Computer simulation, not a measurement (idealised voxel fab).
process module | voxel transistor to metal
cross-section cut | 180 nm wide | cells 5 nm
A cross-section is a grid of square cells, given in bands from the top down. A band is one or more rows of cells.
Each band's line starts with the height of the band's top and of its bottom, in nm. Then come its materials from left to right, each with its width in nm. One material with "throughout" fills the band from edge to edge. "air" is empty space.
Height 0 is the level under which the wafer as received is all one material. The lowest band goes on downwards, as in "0 down".
A width such as "30 to 40" changes by the same amount from each row of cells to the next, from the band's top row to its bottom row.
"no change" after a step means that no cell of the cross-section changed.
closed voids: empty space of 8 cells or more with no open way to the top, each as width x height at its distance from the left edge, in nm
after a step's settings: what the simulator itself notes on the step
overlay nm, on a step with a mask: how far to the right of its planned place the mask lay; to the left if negative
plan
1 op RECEIVE | material Si
2 op CONFORMAL_DEP | material SiO2 | thk nm 5
3 op CONFORMAL_DEP | material SiN | thk nm 10
4 op MASKED_ETCH | tone cover | mask id ACTIVE | width nm 115 | etch materials SiN | depth nm 10 | overlay nm 0
5 op MASKED_ETCH | tone cover | mask id ACTIVE | width nm 115 | etch materials SiO2 | depth nm 5 | overlay nm 0
6 op MASKED_ETCH | tone cover | mask id ACTIVE | width nm 115 | etch materials Si | depth nm 30 | overlay nm 0
7 op OXIDIZE | depth nm 5
8 op FILL_DEP | material SiO2 | thk nm 10
9 op CMP | height nm 15
10 op SELECTIVE_ETCH | etch materials SiO2 | depth nm 5
11 op STRIP | etch materials SiN
12 op SELECTIVE_ETCH | etch materials SiO2 | depth nm 5
13 op OXIDIZE | depth nm 5
14 op DIRECTIONAL_DEP | material polySi | thk nm 30
15 op DIRECTIONAL_DEP | material SiCN | thk nm 15
16 op MASKED_ETCH | tone cover | mask id GATE | width nm 25 | etch materials SiCN | depth nm 25 | overlay nm 0
17 op MASKED_ETCH | tone cover | mask id GATE | width nm 25 | etch materials polySi | depth nm 40 | overlay nm 0
18 op CONFORMAL_DEP | material SiO2 | thk nm 5
19 op DIRECTIONAL_ETCH | etch materials SiO2 | depth nm 5
20 op CONFORMAL_DEP | material SiN | thk nm 10
21 op DIRECTIONAL_ETCH | etch materials SiN | depth nm 10
22 op DIRECTIONAL_ETCH | etch materials SiO2 | depth nm 5
23 op EPI | material SiGe | thk nm 5
24 op FILL_DEP | material SiO2 | thk nm 5
25 op CMP | height nm 45
26 op DIRECTIONAL_DEP | material SiO2 | thk nm 10
27 op PATTERN | tone open | mask id CONTACT | material resist | width nm 35 | pitch nm 70 | thk nm 15 | overlay nm 0
28 op DIRECTIONAL_ETCH | etch materials SiO2 | depth nm 55
29 op STRIP | etch materials resist
30 op CONFORMAL_DEP | material TiN | thk nm 5
31 op FILL_DEP | material Ru | thk nm 10
32 op CMP | height nm 55
33 op CONFORMAL_DEP | material SiCN | thk nm 5
34 op DIRECTIONAL_DEP | material SiO2 | thk nm 25
35 op PATTERN | tone open | mask id METAL_1 | material resist | width nm 20 | pitch nm 85 | thk nm 15 | overlay nm 0
36 op DIRECTIONAL_ETCH | etch materials SiO2 | depth nm 25
37 op DIRECTIONAL_ETCH | etch materials SiCN | depth nm 5
38 op STRIP | etch materials resist
39 op CONFORMAL_DEP | material TiN | thk nm 5
40 op FILL_DEP | material Ru | thk nm 5
41 op CMP | height nm 85
42 op CONFORMAL_DEP | material SiCN | thk nm 5
43 op DIRECTIONAL_DEP | material lowk | thk nm 30
44 op PATTERN | tone open | mask id METAL_2 | material resist | width nm 20 | pitch nm 85 | thk nm 15 | overlay nm 0
45 op DIRECTIONAL_ETCH | etch materials lowk | depth nm 15
46 op STRIP | etch materials resist
47 op DIRECTIONAL_DEP | material aC | thk nm 10
48 op PATTERN | tone open | mask id METAL_2_HOLES | material resist | width nm 15 | pitch nm 85 | thk nm 25 | overlay nm 0
49 op DIRECTIONAL_ETCH | etch materials aC | depth nm 10
50 op STRIP | etch materials resist
51 op DIRECTIONAL_ETCH | etch materials lowk | depth nm 15
52 op DIRECTIONAL_ETCH | etch materials SiCN | depth nm 5
53 op STRIP | etch materials aC
54 op CONFORMAL_DEP | material TiN | thk nm 5
55 op FILL_DEP | material Ru | thk nm 5
56 op CMP | height nm 120
57 op CONFORMAL_DEP | material SiCN | thk nm 5
first wafer, as planned
as received, after step 1
  0 down: Si throughout
  closed voids: none
after step 2
  5 to 0: SiO2 throughout
  below 0: unchanged
after step 3
  15 to 5: SiN throughout
  below 5: unchanged
after step 4
  15 to 5: air 30 | SiN 115 | air 35
  below 5: unchanged
after step 5
  15 to 5: air 30 | SiN 115 | air 35
  5 to 0: air 30 | SiO2 115 | air 35
  below 0: unchanged
after step 6
  15 to 5: air 30 | SiN 115 | air 35
  5 to 0: air 30 | SiO2 115 | air 35
  0 to -30: air 30 | Si 115 | air 35
  below -30: unchanged
after step 7
  15 to 5: air 30 | SiN 115 | air 35
  5 to 0: air 30 | SiO2 115 | air 35
  0 to -30: air 30 | SiO2 5 | Si 105 | SiO2 5 | air 35
  -30 to -35: SiO2 35 | Si 105 | SiO2 40
  below -35: unchanged
after step 8
  25 to 15: SiO2 throughout
  15 to 5: SiO2 30 | SiN 115 | SiO2 35
  5 to 0: SiO2 throughout
  0 to -35: SiO2 35 | Si 105 | SiO2 40
  below -35: unchanged
after step 9
  15 to 5: SiO2 30 | SiN 115 | SiO2 35
  below 5: unchanged
after step 10
  15 to 10: air 30 | SiN 115 | air 35
  below 10: unchanged
after step 11
  10 to 5: SiO2 30 | air 115 | SiO2 35
  below 5: unchanged
after step 12
  5 to 0: SiO2 25 | air 125 | SiO2 30
  below 0: unchanged
after step 13
  5 to 0: SiO2 25 | air 125 | SiO2 30
  0 to -5: SiO2 throughout
  below -5: unchanged
after step 14
  35 to 30: polySi 25 | air 125 | polySi 30
  30 to 5: polySi throughout
  5 to 0: SiO2 25 | polySi 125 | SiO2 30
  below 0: unchanged
after step 15
  50 to 45: SiCN 25 | air 125 | SiCN 30
  45 to 35: SiCN throughout
  35 to 30: polySi 25 | SiCN 125 | polySi 30
  below 30: unchanged
after step 16
  45 to 35: air 75 | SiCN 25 | air 80
  35 to 30: polySi 25 | air 50 | SiCN 25 | air 50 | polySi 30
  below 30: unchanged
after step 17
  45 to 30: air 75 | SiCN 25 | air 80
  30 to 5: air 75 | polySi 25 | air 80
  5 to 0: SiO2 25 | air 50 | polySi 25 | air 50 | SiO2 30
  below 0: unchanged
after step 18
  50 to 45: air 70 | SiO2 35 | air 75
  45 to 30: air 70 | SiO2 5 | SiCN 25 | SiO2 5 | air 75
  30 to 10: air 70 | SiO2 5 | polySi 25 | SiO2 5 | air 75
  10 to 5: SiO2 30 | air 40 | SiO2 5 | polySi 25 | SiO2 5 | air 40 | SiO2 35
  5 to 0: SiO2 75 | polySi 25 | SiO2 80
  below 0: unchanged
after step 19
  45 to 30: air 70 | SiO2 5 | SiCN 25 | SiO2 5 | air 75
  30 to 5: air 70 | SiO2 5 | polySi 25 | SiO2 5 | air 75
  5 to 0: SiO2 30 | air 40 | SiO2 5 | polySi 25 | SiO2 5 | air 40 | SiO2 35
  below 0: unchanged
after step 20
  55 to 45: air 60 | SiN 55 | air 65
  45 to 30: air 60 | SiN 10 | SiO2 5 | SiCN 25 | SiO2 5 | SiN 10 | air 65
  30 to 15: air 60 | SiN 10 | SiO2 5 | polySi 25 | SiO2 5 | SiN 10 | air 65
  15 to 10: SiN 40 | air 20 | SiN 10 | SiO2 5 | polySi 25 | SiO2 5 | SiN 10 | air 20 | SiN 45
  10 to 5: SiN 70 | SiO2 5 | polySi 25 | SiO2 5 | SiN 75
  5 to 0: SiO2 30 | SiN 40 | SiO2 5 | polySi 25 | SiO2 5 | SiN 40 | SiO2 35
  below 0: unchanged
after step 21
  45 to 30: air 60 | SiN 10 | SiO2 5 | SiCN 25 | SiO2 5 | SiN 10 | air 65
  30 to 5: air 60 | SiN 10 | SiO2 5 | polySi 25 | SiO2 5 | SiN 10 | air 65
  5 to 0: SiO2 30 | SiN 10 | air 20 | SiN 10 | SiO2 5 | polySi 25 | SiO2 5 | SiN 10 | air 20 | SiN 10 | SiO2 35
  below 0: unchanged
after step 22
  45 to 40: air 60 | SiN 10 | air 5 | SiCN 25 | air 5 | SiN 10 | air 65
  40 to 30: air 60 | SiN 10 | SiO2 5 | SiCN 25 | SiO2 5 | SiN 10 | air 65
  30 to 5: air 60 | SiN 10 | SiO2 5 | polySi 25 | SiO2 5 | SiN 10 | air 65
  5 to 0: air 30 | SiN 10 | air 20 | SiN 10 | SiO2 5 | polySi 25 | SiO2 5 | SiN 10 | air 20 | SiN 10 | air 35
  0 to -5: SiO2 40 | air 20 | SiO2 55 | air 20 | SiO2 45
  below -5: unchanged
after step 23
  45 to 40: air 60 | SiN 10 | air 5 | SiCN 25 | air 5 | SiN 10 | air 65
  40 to 30: air 60 | SiN 10 | SiO2 5 | SiCN 25 | SiO2 5 | SiN 10 | air 65
  30 to 5: air 60 | SiN 10 | SiO2 5 | polySi 25 | SiO2 5 | SiN 10 | air 65
  5 to 0: air 30 | SiN 10 | air 20 | SiN 10 | SiO2 5 | polySi 25 | SiO2 5 | SiN 10 | air 20 | SiN 10 | air 35
  0 to -5: SiO2 40 | SiGe 20 | SiO2 55 | SiGe 20 | SiO2 45
  below -5: unchanged
after step 24
  50 to 45: SiO2 throughout
  45 to 30: SiO2 60 | SiN 10 | SiO2 5 | SiCN 25 | SiO2 5 | SiN 10 | SiO2 65
  30 to 5: SiO2 60 | SiN 10 | SiO2 5 | polySi 25 | SiO2 5 | SiN 10 | SiO2 65
  5 to 0: SiO2 30 | SiN 10 | SiO2 20 | SiN 10 | SiO2 5 | polySi 25 | SiO2 5 | SiN 10 | SiO2 20 | SiN 10 | SiO2 35
  below 0: unchanged
after step 25
  45 to 30: SiO2 60 | SiN 10 | SiO2 5 | SiCN 25 | SiO2 5 | SiN 10 | SiO2 65
  below 30: unchanged
after step 26
  55 to 45: SiO2 throughout
  below 45: unchanged
after step 27
  70 to 55: resist 35 | air 35 | resist 35 | air 35 | resist 40
  below 55: unchanged
after step 28
  70 to 55: resist 35 | air 35 | resist 35 | air 35 | resist 40
  55 to 45: SiO2 35 | air 35 | SiO2 35 | air 35 | SiO2 40
  45 to 30: SiO2 35 | air 25 | SiN 10 | SiO2 5 | SiCN 25 | SiO2 5 | SiN 10 | air 25 | SiO2 40
  30 to 5: SiO2 35 | air 25 | SiN 10 | SiO2 5 | polySi 25 | SiO2 5 | SiN 10 | air 25 | SiO2 40
  5 to 0: SiO2 30 | SiN 10 | air 20 | SiN 10 | SiO2 5 | polySi 25 | SiO2 5 | SiN 10 | air 20 | SiN 10 | SiO2 35
  below 0: unchanged
after step 29
  55 to 45: SiO2 35 | air 35 | SiO2 35 | air 35 | SiO2 40
  below 45: unchanged
after step 30
  60 to 55: TiN 40 | air 25 | TiN 45 | air 25 | TiN 45
  55 to 45: SiO2 35 | TiN 5 | air 25 to 15 | TiN 5 to 15 | SiO2 35 | TiN 5 to 15 | air 25 to 15 | TiN 5 | SiO2 40
  45 to 30: SiO2 35 | TiN 5 | air 15 | TiN 5 | SiN 10 | SiO2 5 | SiCN 25 | SiO2 5 | SiN 10 | TiN 5 | air 15 | TiN 5 | SiO2 40
  30 to 10: SiO2 35 | TiN 5 | air 15 | TiN 5 | SiN 10 | SiO2 5 | polySi 25 | SiO2 5 | SiN 10 | TiN 5 | air 15 | TiN 5 | SiO2 40
  10 to 5: SiO2 35 | TiN 10 | air 10 | TiN 5 | SiN 10 | SiO2 5 | polySi 25 | SiO2 5 | SiN 10 | TiN 5 | air 10 | TiN 10 | SiO2 40
  5 to 0: SiO2 30 | SiN 10 | TiN 20 | SiN 10 | SiO2 5 | polySi 25 | SiO2 5 | SiN 10 | TiN 20 | SiN 10 | SiO2 35
  below 0: unchanged
after step 31
  70 to 60: Ru throughout
  60 to 55: TiN 40 | Ru 25 | TiN 45 | Ru 25 | TiN 45
  55 to 45: SiO2 35 | TiN 5 | Ru 25 to 15 | TiN 5 to 15 | SiO2 35 | TiN 5 to 15 | Ru 25 to 15 | TiN 5 | SiO2 40
  45 to 30: SiO2 35 | TiN 5 | Ru 15 | TiN 5 | SiN 10 | SiO2 5 | SiCN 25 | SiO2 5 | SiN 10 | TiN 5 | Ru 15 | TiN 5 | SiO2 40
  30 to 10: SiO2 35 | TiN 5 | Ru 15 | TiN 5 | SiN 10 | SiO2 5 | polySi 25 | SiO2 5 | SiN 10 | TiN 5 | Ru 15 | TiN 5 | SiO2 40
  10 to 5: SiO2 35 | TiN 10 | Ru 10 | TiN 5 | SiN 10 | SiO2 5 | polySi 25 | SiO2 5 | SiN 10 | TiN 5 | Ru 10 | TiN 10 | SiO2 40
  below 5: unchanged
after step 32
  55 to 45: SiO2 35 | TiN 5 | Ru 25 to 15 | TiN 5 to 15 | SiO2 35 | TiN 5 to 15 | Ru 25 to 15 | TiN 5 | SiO2 40
  below 45: unchanged
after step 33
  60 to 55: SiCN throughout
  below 55: unchanged
after step 34
  85 to 60: SiO2 throughout
  below 60: unchanged
after step 35
  100 to 85: resist 35 | air 20 | resist 65 | air 20 | resist 40
  below 85: unchanged
after step 36
  100 to 85: resist 35 | air 20 | resist 65 | air 20 | resist 40
  85 to 60: SiO2 35 | air 20 | SiO2 65 | air 20 | SiO2 40
  below 60: unchanged
after step 37
  100 to 85: resist 35 | air 20 | resist 65 | air 20 | resist 40
  85 to 60: SiO2 35 | air 20 | SiO2 65 | air 20 | SiO2 40
  60 to 55: SiCN 35 | air 20 | SiCN 65 | air 20 | SiCN 40
  below 55: unchanged
after step 38
  85 to 60: SiO2 35 | air 20 | SiO2 65 | air 20 | SiO2 40
  below 60: unchanged
after step 39
  90 to 85: TiN 40 | air 10 | TiN 75 | air 10 | TiN 45
  85 to 60: SiO2 35 | TiN 5 | air 10 | TiN 5 | SiO2 65 | TiN 5 | air 10 | TiN 5 | SiO2 40
  60 to 55: SiCN 35 | TiN 20 | SiCN 65 | TiN 20 | SiCN 40
  below 55: unchanged
after step 40
  95 to 90: Ru throughout
  90 to 85: TiN 40 | Ru 10 | TiN 75 | Ru 10 | TiN 45
  85 to 60: SiO2 35 | TiN 5 | Ru 10 | TiN 5 | SiO2 65 | TiN 5 | Ru 10 | TiN 5 | SiO2 40
  below 60: unchanged
after step 41
  85 to 60: SiO2 35 | TiN 5 | Ru 10 | TiN 5 | SiO2 65 | TiN 5 | Ru 10 | TiN 5 | SiO2 40
  below 60: unchanged
after step 42
  90 to 85: SiCN throughout
  below 85: unchanged
after step 43
  120 to 90: lowk throughout
  below 90: unchanged
after step 44
  135 to 120: resist 35 | air 20 | resist 65 | air 20 | resist 40
  below 120: unchanged
after step 45
  135 to 120: resist 35 | air 20 | resist 65 | air 20 | resist 40
  120 to 105: lowk 35 | air 20 | lowk 65 | air 20 | lowk 40
  below 105: unchanged
after step 46
  120 to 105: lowk 35 | air 20 | lowk 65 | air 20 | lowk 40
  below 105: unchanged
after step 47
  130 to 120: aC 35 | air 20 | aC 65 | air 20 | aC 40
  120 to 115: lowk 35 | air 20 | lowk 65 | air 20 | lowk 40
  115 to 105: lowk 35 | aC 20 | lowk 65 | aC 20 | lowk 40
  below 105: unchanged
after step 48
  155 to 130: resist 35 | air 15 | resist 70 | air 15 | resist 45
  130 to 120: aC 35 | air 15 | resist 5 | aC 65 | air 15 | resist 5 | aC 40
  120 to 115: lowk 35 | air 15 | resist 5 | lowk 65 | air 15 | resist 5 | lowk 40
  below 115: unchanged
after step 49
  145 to 130: resist 35 | air 15 | resist 70 | air 15 | resist 45
  130 to 120: aC 35 | air 15 | resist 5 | aC 65 | air 15 | resist 5 | aC 40
  120 to 115: lowk 35 | air 15 | resist 5 | lowk 65 | air 15 | resist 5 | lowk 40
  115 to 105: lowk 35 | air 15 | aC 5 | lowk 65 | air 15 | aC 5 | lowk 40
  below 105: unchanged
after step 50
  130 to 120: aC 35 | air 20 | aC 65 | air 20 | aC 40
  120 to 115: lowk 35 | air 20 | lowk 65 | air 20 | lowk 40
  below 115: unchanged
after step 51
  130 to 120: aC 35 | air 20 | aC 65 | air 20 | aC 40
  120 to 115: lowk 35 | air 20 | lowk 65 | air 20 | lowk 40
  115 to 105: lowk 35 | air 15 | aC 5 | lowk 65 | air 15 | aC 5 | lowk 40
  105 to 90: lowk 35 | air 15 | lowk 70 | air 15 | lowk 45
  below 90: unchanged
after step 52
  130 to 120: aC 35 | air 20 | aC 65 | air 20 | aC 40
  120 to 115: lowk 35 | air 20 | lowk 65 | air 20 | lowk 40
  115 to 105: lowk 35 | air 15 | aC 5 | lowk 65 | air 15 | aC 5 | lowk 40
  105 to 90: lowk 35 | air 15 | lowk 70 | air 15 | lowk 45
  90 to 85: SiCN 35 | air 15 | SiCN 70 | air 15 | SiCN 45
  below 85: unchanged
after step 53
  120 to 105: lowk 35 | air 20 | lowk 65 | air 20 | lowk 40
  below 105: unchanged
after step 54
  125 to 120: TiN 40 | air 10 | TiN 75 | air 10 | TiN 45
  120 to 110: lowk 35 | TiN 5 | air 10 | TiN 5 | lowk 65 | TiN 5 | air 10 | TiN 5 | lowk 40
  110 to 105: lowk 35 | TiN 5 | air 5 | TiN 10 | lowk 65 | TiN 5 | air 5 | TiN 10 | lowk 40
  105 to 90: lowk 35 | TiN 5 | air 5 | TiN 5 | lowk 70 | TiN 5 | air 5 | TiN 5 | lowk 45
  90 to 85: SiCN 35 | TiN 15 | SiCN 70 | TiN 15 | SiCN 45
  below 85: unchanged
after step 55
  130 to 125: Ru throughout
  125 to 120: TiN 40 | Ru 10 | TiN 75 | Ru 10 | TiN 45
  120 to 110: lowk 35 | TiN 5 | Ru 10 | TiN 5 | lowk 65 | TiN 5 | Ru 10 | TiN 5 | lowk 40
  110 to 105: lowk 35 | TiN 5 | Ru 5 | TiN 10 | lowk 65 | TiN 5 | Ru 5 | TiN 10 | lowk 40
  105 to 90: lowk 35 | TiN 5 | Ru 5 | TiN 5 | lowk 70 | TiN 5 | Ru 5 | TiN 5 | lowk 45
  below 90: unchanged
after step 56
  120 to 110: lowk 35 | TiN 5 | Ru 10 | TiN 5 | lowk 65 | TiN 5 | Ru 10 | TiN 5 | lowk 40
  below 110: unchanged
after step 57
  125 to 120: SiCN throughout
  below 120: unchanged
second wafer: like start, like plan, one mistake. Through step 17 it matches the first wafer
when step 18 should have ended: no change
when step 19 should have ended
  45 to 30: air 75 | SiCN 25 | air 80
  30 to 0: air 75 | polySi 25 | air 80
  0 to -5: SiO2 25 | air 50 | SiO2 25 | air 50 | SiO2 30
  below -5: unchanged
when step 20 should have ended
  55 to 45: air 65 | SiN 45 | air 70
  45 to 30: air 65 | SiN 10 | SiCN 25 | SiN 10 | air 70
  30 to 10: air 65 | SiN 10 | polySi 25 | SiN 10 | air 70
  10 to 5: SiN 35 | air 30 | SiN 10 | polySi 25 | SiN 10 | air 30 | SiN 40
  5 to 0: SiN 75 | polySi 25 | SiN 80
  0 to -5: SiO2 25 | SiN 50 | SiO2 25 | SiN 50 | SiO2 30
  below -5: unchanged
when step 21 should have ended
  45 to 30: air 65 | SiN 10 | SiCN 25 | SiN 10 | air 70
  30 to 0: air 65 | SiN 10 | polySi 25 | SiN 10 | air 70
  0 to -5: SiO2 25 | SiN 10 | air 30 | SiN 10 | SiO2 25 | SiN 10 | air 30 | SiN 10 | SiO2 30
  below -5: unchanged
when step 22 should have ended
  45 to 30: air 65 | SiN 10 | SiCN 25 | SiN 10 | air 70
  30 to 0: air 65 | SiN 10 | polySi 25 | SiN 10 | air 70
  0 to -5: air 25 | SiN 10 | air 30 | SiN 10 | SiO2 25 | SiN 10 | air 30 | SiN 10 | air 30
  below -5: unchanged
when step 23 should have ended
  45 to 30: air 65 | SiN 10 | SiCN 25 | SiN 10 | air 70
  30 to 0: air 65 | SiN 10 | polySi 25 | SiN 10 | air 70
  0 to -5: air 25 | SiN 10 | SiGe 30 | SiN 10 | SiO2 25 | SiN 10 | SiGe 30 | SiN 10 | air 30
  below -5: unchanged
when step 24 should have ended
  50 to 45: SiO2 throughout
  45 to 30: SiO2 65 | SiN 10 | SiCN 25 | SiN 10 | SiO2 70
  30 to 0: SiO2 65 | SiN 10 | polySi 25 | SiN 10 | SiO2 70
  0 to -5: SiO2 25 | SiN 10 | SiGe 30 | SiN 10 | SiO2 25 | SiN 10 | SiGe 30 | SiN 10 | SiO2 30
  below -5: unchanged
when step 25 should have ended
  45 to 30: SiO2 65 | SiN 10 | SiCN 25 | SiN 10 | SiO2 70
  below 30: unchanged
when step 26 should have ended
  55 to 45: SiO2 throughout
  below 45: unchanged
when step 27 should have ended
  70 to 55: resist 35 | air 35 | resist 35 | air 35 | resist 40
  below 55: unchanged
when step 28 should have ended
  70 to 55: resist 35 | air 35 | resist 35 | air 35 | resist 40
  55 to 45: SiO2 35 | air 35 | SiO2 35 | air 35 | SiO2 40
  45 to 30: SiO2 35 | air 30 | SiN 10 | SiCN 25 | SiN 10 | air 30 | SiO2 40
  30 to 0: SiO2 35 | air 30 | SiN 10 | polySi 25 | SiN 10 | air 30 | SiO2 40
  below 0: unchanged
when step 29 should have ended
  55 to 45: SiO2 35 | air 35 | SiO2 35 | air 35 | SiO2 40
  below 45: unchanged
when step 30 should have ended
  60 to 55: TiN 40 | air 25 | TiN 45 | air 25 | TiN 45
  55 to 45: SiO2 35 | TiN 5 | air 25 to 20 | TiN 5 to 10 | SiO2 35 | TiN 5 to 10 | air 25 to 20 | TiN 5 | SiO2 40
  45 to 30: SiO2 35 | TiN 5 | air 20 | TiN 5 | SiN 10 | SiCN 25 | SiN 10 | TiN 5 | air 20 | TiN 5 | SiO2 40
  30 to 5: SiO2 35 | TiN 5 | air 20 | TiN 5 | SiN 10 | polySi 25 | SiN 10 | TiN 5 | air 20 | TiN 5 | SiO2 40
  5 to 0: SiO2 35 | TiN 30 | SiN 10 | polySi 25 | SiN 10 | TiN 30 | SiO2 40
  below 0: unchanged
when step 31 should have ended
  70 to 60: Ru throughout
  60 to 55: TiN 40 | Ru 25 | TiN 45 | Ru 25 | TiN 45
  55 to 45: SiO2 35 | TiN 5 | Ru 25 to 20 | TiN 5 to 10 | SiO2 35 | TiN 5 to 10 | Ru 25 to 20 | TiN 5 | SiO2 40
  45 to 30: SiO2 35 | TiN 5 | Ru 20 | TiN 5 | SiN 10 | SiCN 25 | SiN 10 | TiN 5 | Ru 20 | TiN 5 | SiO2 40
  30 to 5: SiO2 35 | TiN 5 | Ru 20 | TiN 5 | SiN 10 | polySi 25 | SiN 10 | TiN 5 | Ru 20 | TiN 5 | SiO2 40
  below 5: unchanged
when step 32 should have ended
  55 to 45: SiO2 35 | TiN 5 | Ru 25 to 20 | TiN 5 to 10 | SiO2 35 | TiN 5 to 10 | Ru 25 to 20 | TiN 5 | SiO2 40
  below 45: unchanged
when step 33 should have ended
  60 to 55: SiCN throughout
  below 55: unchanged
when step 34 should have ended
  85 to 60: SiO2 throughout
  below 60: unchanged
when step 35 should have ended
  100 to 85: resist 35 | air 20 | resist 65 | air 20 | resist 40
  below 85: unchanged
when step 36 should have ended
  100 to 85: resist 35 | air 20 | resist 65 | air 20 | resist 40
  85 to 60: SiO2 35 | air 20 | SiO2 65 | air 20 | SiO2 40
  below 60: unchanged
when step 37 should have ended
  100 to 85: resist 35 | air 20 | resist 65 | air 20 | resist 40
  85 to 60: SiO2 35 | air 20 | SiO2 65 | air 20 | SiO2 40
  60 to 55: SiCN 35 | air 20 | SiCN 65 | air 20 | SiCN 40
  below 55: unchanged
when step 38 should have ended
  85 to 60: SiO2 35 | air 20 | SiO2 65 | air 20 | SiO2 40
  below 60: unchanged
when step 39 should have ended
  90 to 85: TiN 40 | air 10 | TiN 75 | air 10 | TiN 45
  85 to 60: SiO2 35 | TiN 5 | air 10 | TiN 5 | SiO2 65 | TiN 5 | air 10 | TiN 5 | SiO2 40
  60 to 55: SiCN 35 | TiN 20 | SiCN 65 | TiN 20 | SiCN 40
  below 55: unchanged
when step 40 should have ended
  95 to 90: Ru throughout
  90 to 85: TiN 40 | Ru 10 | TiN 75 | Ru 10 | TiN 45
  85 to 60: SiO2 35 | TiN 5 | Ru 10 | TiN 5 | SiO2 65 | TiN 5 | Ru 10 | TiN 5 | SiO2 40
  below 60: unchanged
when step 41 should have ended
  85 to 60: SiO2 35 | TiN 5 | Ru 10 | TiN 5 | SiO2 65 | TiN 5 | Ru 10 | TiN 5 | SiO2 40
  below 60: unchanged
when step 42 should have ended
  90 to 85: SiCN throughout
  below 85: unchanged
when step 43 should have ended
  120 to 90: lowk throughout
  below 90: unchanged
when step 44 should have ended
  135 to 120: resist 35 | air 20 | resist 65 | air 20 | resist 40
  below 120: unchanged
when step 45 should have ended
  135 to 120: resist 35 | air 20 | resist 65 | air 20 | resist 40
  120 to 105: lowk 35 | air 20 | lowk 65 | air 20 | lowk 40
  below 105: unchanged
when step 46 should have ended
  120 to 105: lowk 35 | air 20 | lowk 65 | air 20 | lowk 40
  below 105: unchanged
when step 47 should have ended
  130 to 120: aC 35 | air 20 | aC 65 | air 20 | aC 40
  120 to 115: lowk 35 | air 20 | lowk 65 | air 20 | lowk 40
  115 to 105: lowk 35 | aC 20 | lowk 65 | aC 20 | lowk 40
  below 105: unchanged
when step 48 should have ended
  155 to 130: resist 35 | air 15 | resist 70 | air 15 | resist 45
  130 to 120: aC 35 | air 15 | resist 5 | aC 65 | air 15 | resist 5 | aC 40
  120 to 115: lowk 35 | air 15 | resist 5 | lowk 65 | air 15 | resist 5 | lowk 40
  below 115: unchanged
when step 49 should have ended
  145 to 130: resist 35 | air 15 | resist 70 | air 15 | resist 45
  130 to 120: aC 35 | air 15 | resist 5 | aC 65 | air 15 | resist 5 | aC 40
  120 to 115: lowk 35 | air 15 | resist 5 | lowk 65 | air 15 | resist 5 | lowk 40
  115 to 105: lowk 35 | air 15 | aC 5 | lowk 65 | air 15 | aC 5 | lowk 40
  below 105: unchanged
when step 50 should have ended
  130 to 120: aC 35 | air 20 | aC 65 | air 20 | aC 40
  120 to 115: lowk 35 | air 20 | lowk 65 | air 20 | lowk 40
  below 115: unchanged
when step 51 should have ended
  130 to 120: aC 35 | air 20 | aC 65 | air 20 | aC 40
  120 to 115: lowk 35 | air 20 | lowk 65 | air 20 | lowk 40
  115 to 105: lowk 35 | air 15 | aC 5 | lowk 65 | air 15 | aC 5 | lowk 40
  105 to 90: lowk 35 | air 15 | lowk 70 | air 15 | lowk 45
  below 90: unchanged
when step 52 should have ended
  130 to 120: aC 35 | air 20 | aC 65 | air 20 | aC 40
  120 to 115: lowk 35 | air 20 | lowk 65 | air 20 | lowk 40
  115 to 105: lowk 35 | air 15 | aC 5 | lowk 65 | air 15 | aC 5 | lowk 40
  105 to 90: lowk 35 | air 15 | lowk 70 | air 15 | lowk 45
  90 to 85: SiCN 35 | air 15 | SiCN 70 | air 15 | SiCN 45
  below 85: unchanged
when step 53 should have ended
  120 to 105: lowk 35 | air 20 | lowk 65 | air 20 | lowk 40
  below 105: unchanged
when step 54 should have ended
  125 to 120: TiN 40 | air 10 | TiN 75 | air 10 | TiN 45
  120 to 110: lowk 35 | TiN 5 | air 10 | TiN 5 | lowk 65 | TiN 5 | air 10 | TiN 5 | lowk 40
  110 to 105: lowk 35 | TiN 5 | air 5 | TiN 10 | lowk 65 | TiN 5 | air 5 | TiN 10 | lowk 40
  105 to 90: lowk 35 | TiN 5 | air 5 | TiN 5 | lowk 70 | TiN 5 | air 5 | TiN 5 | lowk 45
  90 to 85: SiCN 35 | TiN 15 | SiCN 70 | TiN 15 | SiCN 45
  below 85: unchanged
when step 55 should have ended
  130 to 125: Ru throughout
  125 to 120: TiN 40 | Ru 10 | TiN 75 | Ru 10 | TiN 45
  120 to 110: lowk 35 | TiN 5 | Ru 10 | TiN 5 | lowk 65 | TiN 5 | Ru 10 | TiN 5 | lowk 40
  110 to 105: lowk 35 | TiN 5 | Ru 5 | TiN 10 | lowk 65 | TiN 5 | Ru 5 | TiN 10 | lowk 40
  105 to 90: lowk 35 | TiN 5 | Ru 5 | TiN 5 | lowk 70 | TiN 5 | Ru 5 | TiN 5 | lowk 45
  below 90: unchanged
when step 56 should have ended
  120 to 110: lowk 35 | TiN 5 | Ru 10 | TiN 5 | lowk 65 | TiN 5 | Ru 10 | TiN 5 | lowk 40
  below 110: unchanged
when step 57 should have ended
  125 to 120: SiCN throughout
  below 120: unchanged
what went wrong: step 18 was left out
at the end the second wafer has, in cells: 20 more of Ru | 4 more of SiGe | 4 more of SiN | 28 fewer of SiO2
